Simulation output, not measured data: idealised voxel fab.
Process module, titled voxel self aligned vias
290 nm wide, 5 nm square cells: that's cross-section cut.
If you're reading a cross-section in this doc, picture square cells in a grid; it comes to you as bands, top ones listed first down to the bottom, and a band can be one or more rows of cells.
Basically the band line says how high the top is and how high the bottom is, in nm, and then what's in it from left to right, every material with its width in nm. Empty space shows up as "blank", and if a single material carries "all across" it runs the full band edge to edge.
Below 0: as-received wafer, all one material; heights counted from there. Lowest band: no bottom, goes on down, written "from 0 down".
Think of "30..40" as a width that walks from the first number to the second as you go down the band, top row to bottom row, taking equal-sized steps from row to row.
Reading "nothing got changed" for a step: not a cell of the cross-section changed in it.
Closed-off voids of 8+ cells (no open route to the top) go in "Enclosed voids", written width x height at distance from the left edge, in nm.
Heads up: the bit after the settings on a step's line is the simulator's remark on that step.
You can add "overlay nm" to a step's line. For a step with a mask, it describes how far the mask lay to the right of its planned position, and a negative number describes a lay to the left.

The planned process steps are enumerated hereunder
- 1: RECEIVE, material Si
- 2: CONFORMAL_DEP, material SiO2, thk nm 10
- 3: CONFORMAL_DEP, material SiCN, thk nm 5
- 4: DIRECTIONAL_DEP, material lowk, thk nm 20
- 5: MASKED_ETCH, tone open, mask id LINES, width nm 25, pitch nm 65, etch materials lowk, depth nm 20, overlay nm 0
- 6: CONFORMAL_DEP, material TiN, thk nm 5
- 7: FILL_DEP, material Ru, thk nm 10
- 8: CMP, height nm 35
- 9: SELECTIVE_ETCH, etch materials W Ru TiN, depth nm 5
- 10: FILL_DEP, material SiN, thk nm 10
- 11: CMP, height nm 35
- 12: DIRECTIONAL_DEP, material lowk, thk nm 15
- 13: DIRECTIONAL_DEP, material aC, thk nm 10
- 14: PATTERN, tone open, mask id VIAS, material resist, width nm 45, pitch nm 65, thk nm 25, overlay nm 0
- 15: DIRECTIONAL_ETCH, etch materials aC, depth nm 10
- 16: STRIP, etch materials resist
- 17: DIRECTIONAL_ETCH, etch materials lowk, depth nm 15
- 18: DIRECTIONAL_ETCH, etch materials SiN, depth nm 5
- 19: STRIP, etch materials aC
- 20: CONFORMAL_DEP, material TiN, thk nm 5
- 21: FILL_DEP, material Ru, thk nm 5
- 22: CMP, height nm 50
- 23: CONFORMAL_DEP, material SiCN, thk nm 5

First of two wafers, with the run carried out as planned

Incoming wafer, cross-sectional view, post step 1
* from 0 down: Si all across
* Enclosed voids: none

After step 2: wafer cross-section
* from 10 to 0: SiO2 all across
* Below 0, the layers are the same as they were.

After step 3: wafer cross-section
* from 15 to 10: SiCN all across
* Below 10, the layers are the same as they were.

After step 4: wafer cross-section
* from 35 to 15: lowk all across
* Below 15, the layers are the same as they were.

After step 5: wafer cross-section
* from 35 to 15: lowk 100  blank 25  lowk 40  blank 25  lowk 100
* Below 15, the layers are the same as they were.

After step 6: wafer cross-section
* from 40 to 35: TiN 105  blank 15  TiN 50  blank 15  TiN 105
* from 35 to 20: lowk 100  TiN 5  blank 15  TiN 5  lowk 40  TiN 5  blank 15  TiN 5  lowk 100
* from 20 to 15: lowk 100  TiN 25  lowk 40  TiN 25  lowk 100
* Below 15, the layers are the same as they were.

After step 7: wafer cross-section
* from 50 to 40: Ru all across
* from 40 to 35: TiN 105  Ru 15  TiN 50  Ru 15  TiN 105
* from 35 to 20: lowk 100  TiN 5  Ru 15  TiN 5  lowk 40  TiN 5  Ru 15  TiN 5  lowk 100
* Below 20, the layers are the same as they were.

After step 8: wafer cross-section
* from 35 to 20: lowk 100  TiN 5  Ru 15  TiN 5  lowk 40  TiN 5  Ru 15  TiN 5  lowk 100
* Below 20, the layers are the same as they were.

After step 9: wafer cross-section
* from 35 to 30: lowk 100  blank 25  lowk 40  blank 25  lowk 100
* Below 30, the layers are the same as they were.

After step 10: wafer cross-section
* from 45 to 35: SiN all across
* from 35 to 30: lowk 100  SiN 25  lowk 40  SiN 25  lowk 100
* Below 30, the layers are the same as they were.

After step 11: wafer cross-section
* from 35 to 30: lowk 100  SiN 25  lowk 40  SiN 25  lowk 100
* Below 30, the layers are the same as they were.

After step 12: wafer cross-section
* from 50 to 35: lowk all across
* Below 35, the layers are the same as they were.

After step 13: wafer cross-section
* from 60 to 50: aC all across
* Below 50, the layers are the same as they were.

After step 14: wafer cross-section
* from 85 to 60: resist 90  blank 45  resist 20  blank 45  resist 90
* Below 60, the layers are the same as they were.

After step 15: wafer cross-section
* from 75 to 60: resist 90  blank 45  resist 20  blank 45  resist 90
* from 60 to 50: aC 90  blank 45  aC 20  blank 45  aC 90
* Below 50, the layers are the same as they were.

After step 16: wafer cross-section
* from 60 to 50: aC 90  blank 45  aC 20  blank 45  aC 90
* Below 50, the layers are the same as they were.

After step 17: wafer cross-section
* from 60 to 50: aC 90  blank 45  aC 20  blank 45  aC 90
* from 50 to 35: lowk 90  blank 45  lowk 20  blank 45  lowk 90
* Below 35, the layers are the same as they were.

After step 18: wafer cross-section
* from 60 to 50: aC 90  blank 45  aC 20  blank 45  aC 90
* from 50 to 35: lowk 90  blank 45  lowk 20  blank 45  lowk 90
* from 35 to 30: lowk 100  blank 25  lowk 40  blank 25  lowk 100
* Below 30, the layers are the same as they were.

After step 19: wafer cross-section
* from 50 to 35: lowk 90  blank 45  lowk 20  blank 45  lowk 90
* Below 35, the layers are the same as they were.

After step 20: wafer cross-section
* from 55 to 50: TiN 95  blank 35  TiN 30  blank 35  TiN 95
* from 50 to 40: lowk 90  TiN 5  blank 35  TiN 5  lowk 20  TiN 5  blank 35  TiN 5  lowk 90
* from 40 to 35: lowk 90  TiN 15  blank 15  TiN 15  lowk 20  TiN 15  blank 15  TiN 15  lowk 90
* from 35 to 30: lowk 100  TiN 25  lowk 40  TiN 25  lowk 100
* Below 30, the layers are the same as they were.

After step 21: wafer cross-section
* from 60 to 55: Ru all across
* from 55 to 50: TiN 95  Ru 35  TiN 30  Ru 35  TiN 95
* from 50 to 40: lowk 90  TiN 5  Ru 35  TiN 5  lowk 20  TiN 5  Ru 35  TiN 5  lowk 90
* from 40 to 35: lowk 90  TiN 15  Ru 15  TiN 15  lowk 20  TiN 15  Ru 15  TiN 15  lowk 90
* Below 35, the layers are the same as they were.

After step 22: wafer cross-section
* from 50 to 40: lowk 90  TiN 5  Ru 35  TiN 5  lowk 20  TiN 5  Ru 35  TiN 5  lowk 90
* Below 40, the layers are the same as they were.

After step 23: wafer cross-section
* from 55 to 50: SiCN all across
* Below 50, the layers are the same as they were.

Second wafer, same starting conditions and recipe as the first, one mistake in executing it, nothing differs from the first up to and including step 13

Second wafer at the planned finish of step 14, seen in cross-section
* from 85 to 60: resist 90  blank 50  resist 15  blank 50  resist 85
* Below 60, the layers are the same as they were.

Second wafer at the planned finish of step 15, seen in cross-section
* from 75 to 60: resist 90  blank 50  resist 15  blank 50  resist 85
* from 60 to 50: aC 90  blank 50  aC 15  blank 50  aC 85
* Below 50, the layers are the same as they were.

Second wafer at the planned finish of step 16, seen in cross-section
* from 60 to 50: aC 90  blank 50  aC 15  blank 50  aC 85
* Below 50, the layers are the same as they were.

Second wafer at the planned finish of step 17, seen in cross-section
* from 60 to 50: aC 90  blank 50  aC 15  blank 50  aC 85
* from 50 to 35: lowk 90  blank 50  lowk 15  blank 50  lowk 85
* Below 35, the layers are the same as they were.

Second wafer at the planned finish of step 18, seen in cross-section
* from 60 to 50: aC 90  blank 50  aC 15  blank 50  aC 85
* from 50 to 35: lowk 90  blank 50  lowk 15  blank 50  lowk 85
* from 35 to 30: lowk 100  blank 25  lowk 40  blank 25  lowk 100
* Below 30, the layers are the same as they were.

Second wafer at the planned finish of step 19, seen in cross-section
* from 50 to 35: lowk 90  blank 50  lowk 15  blank 50  lowk 85
* Below 35, the layers are the same as they were.

Second wafer at the planned finish of step 20, seen in cross-section
* from 55 to 50: TiN 95  blank 40  TiN 25  blank 40  TiN 90
* from 50 to 40: lowk 90  TiN 5  blank 40  TiN 5  lowk 15  TiN 5  blank 40  TiN 5  lowk 85
* from 40 to 35: lowk 90  TiN 15  blank 15  TiN 20  lowk 15  TiN 15  blank 15  TiN 20  lowk 85
* from 35 to 30: lowk 100  TiN 25  lowk 40  TiN 25  lowk 100
* Below 30, the layers are the same as they were.

Second wafer at the planned finish of step 21, seen in cross-section
* from 60 to 55: Ru all across
* from 55 to 50: TiN 95  Ru 40  TiN 25  Ru 40  TiN 90
* from 50 to 40: lowk 90  TiN 5  Ru 40  TiN 5  lowk 15  TiN 5  Ru 40  TiN 5  lowk 85
* from 40 to 35: lowk 90  TiN 15  Ru 15  TiN 20  lowk 15  TiN 15  Ru 15  TiN 20  lowk 85
* Below 35, the layers are the same as they were.

Second wafer at the planned finish of step 22, seen in cross-section
* from 50 to 40: lowk 90  TiN 5  Ru 40  TiN 5  lowk 15  TiN 5  Ru 40  TiN 5  lowk 85
* Below 40, the layers are the same as they were.

Second wafer at the planned finish of step 23, seen in cross-section
* from 55 to 50: SiCN all across
* Below 50, the layers are the same as they were.
Deviation from plan: off-plan run, step 14, actual operation and settings PATTERN, tone open, mask id VIAS, material resist, width nm 50, pitch nm 65, thk nm 25, overlay nm 0
at the end the second wafer has, in cells: Ru +4; TiN +2; lowk -6
